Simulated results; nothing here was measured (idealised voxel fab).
This section sets out a process module, namely voxel released beams.
Pictured: cross-section cut, 225 nm wide, on a grid of 5 nm square cells.
If you're reading a cross-section in this doc, picture square cells in a grid; it comes to you as bands, top ones listed first down to the bottom, and a band can be one or more rows of cells. Within each band entry, the heights of the top and of the bottom of the band appear first, in that order and in nm; the materials of the band then follow from left to right, each with its corresponding width in nm. The designation "throughout" on a single material indicates that it fills the band from edge to edge; the designation "blank" indicates empty space. Note: height 0 marks the level under which the wafer is uniformly one material as received. Lowest band unbounded below, written "top 0, no bottom". Width spec "30 to 40" -> top row of cells at first value, bottom row at second value, equal per-row change in between. Reading "changes: none" for a step: not a cell of the cross-section changed in it. The entry "Entrapped voids" lists the empty spaces that cover at least 8 cells and have no open path to the top. Each is written as width x height at distance, where the distance is measured from the left edge and all three values are in nm. That trailing text on a step's line, after the settings, is the simulator's own remark on the step. A step line may carry the setting "overlay nm", which, for steps involving a mask, states the distance by which the mask lay to the right of its intended position; negative values denote displacement to the left.
-- The following list gives the planned process steps
1. RECEIVE: material Si
2. CONFORMAL_DEP: material Al2O3, thk nm 5
3. DIRECTIONAL_DEP: material SiO2, thk nm 15
4. DIRECTIONAL_DEP: material aC, thk nm 10
5. PATTERN: tone open, mask id ANCHOR, material resist, width nm 30, thk nm 25, overlay nm 0
6. DIRECTIONAL_ETCH: etch materials aC, depth nm 10
7. STRIP: etch materials resist
8. DIRECTIONAL_ETCH: etch materials SiO2, depth nm 15
9. STRIP: etch materials aC
10. CONFORMAL_DEP: material W, thk nm 10
11. DIRECTIONAL_DEP: material aC, thk nm 15
12. PATTERN: tone cover, mask id BEAM, material resist, width nm 95, thk nm 30, overlay nm 0
13. DIRECTIONAL_ETCH: etch materials aC, depth nm 15
14. STRIP: etch materials resist
15. DIRECTIONAL_ETCH: etch materials W, depth nm 10
16. STRIP: etch materials aC
17. STRIP: etch materials SiO2
-- Cross-section of the wafer upon arrival, representing the state reached after step 1
* top 0, no bottom  Si throughout
* Entrapped voids: none
-- Sectioned view, first of two wafers, at the close of the module, processed as intended in the plan
* top 30, bottom 20  60 nm blank / 15 nm W / 10 nm blank / 70 nm W / 70 nm blank
* top 20, bottom 15  65 nm blank / 10 nm W / 10 nm blank / 10 nm W / 130 nm blank
* top 15, bottom 5  65 nm blank / 30 nm W / 130 nm blank
* top 5, bottom 0  Al2O3 throughout
* top 0, no bottom  Si throughout
* Entrapped voids: none
-- Here is the second of the two wafers cut open at the end of the module - same start, same plan as the first one, but we made one mistake running it
* top 35, bottom 25  60 nm blank / 95 nm W / 70 nm blank
* top 25, bottom 20  W throughout
* top 20, bottom 5  65 nm SiO2 / 30 nm W / 130 nm SiO2
* top 5, bottom 0  Al2O3 throughout
* top 0, no bottom  Si throughout
* Entrapped voids: none
What was done differently from what was planned? rather than as planned, step 10 actually ran as CONFORMAL_DEP: material W, thk nm 15
Per the end-of-run cell counts, the second wafer holds more or fewer of some materials than the first: SiO2: 117 more; W: 51 more
